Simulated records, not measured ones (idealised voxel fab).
process module | voxel spacer lines
cross-section cut | 225 nm wide | cells 5 nm
A cross-section is a grid of square cells, given in bands from the top down. A band is one or more rows of cells.
Each band's line starts with the height of the band's top and of its bottom, in nm. Then come its materials from left to right, each with its width in nm. One material with "throughout" fills the band from edge to edge. "air" is empty space.
Height 0 is the level under which the wafer as received is all one material. The lowest band goes on downwards, as in "0 down".
A width such as "30 to 40" changes by the same amount from each row of cells to the next, from the band's top row to its bottom row.
"no change" after a step means that no cell of the cross-section changed.
closed voids: empty space of 8 cells or more with no open way to the top, each as width x height at its distance from the left edge, in nm
after a step's settings: what the simulator itself notes on the step
overlay nm, on a step with a mask: how far to the right of its planned place the mask lay; to the left if negative
plan
1 op RECEIVE | material Si
2 op CONFORMAL_DEP | material Al2O3 | thk nm 5
3 op DIRECTIONAL_DEP | material polySi | thk nm 20
4 op DIRECTIONAL_DEP | material aC | thk nm 20
5 op PATTERN | tone cover | mask id MANDREL | material resist | width nm 20 | pitch nm 70 | thk nm 25 | overlay nm 0
6 op DIRECTIONAL_ETCH | etch materials aC | depth nm 20
7 op STRIP | etch materials resist
8 op CONFORMAL_DEP | material SiN | thk nm 15
9 op DIRECTIONAL_ETCH | etch materials SiN | depth nm 15
10 op STRIP | etch materials aC
11 op DIRECTIONAL_ETCH | etch materials polySi | depth nm 20
12 op STRIP | etch materials SiN
as received, after step 1
  0 down: Si throughout
  closed voids: none
a wafer at the end: this start, this plan, one mistake
  15 to 5: air 15 | polySi 15 | air 20 | polySi 15 | air 20 | polySi 15 | air 20 | polySi 15 | air 20 | polySi 15 | air 20 | polySi 15 | air 20
  5 to 0: Al2O3 throughout
  0 down: Si throughout
  closed voids: none
what went wrong: step 3 ran as: op DIRECTIONAL_DEP | material polySi | thk nm 10
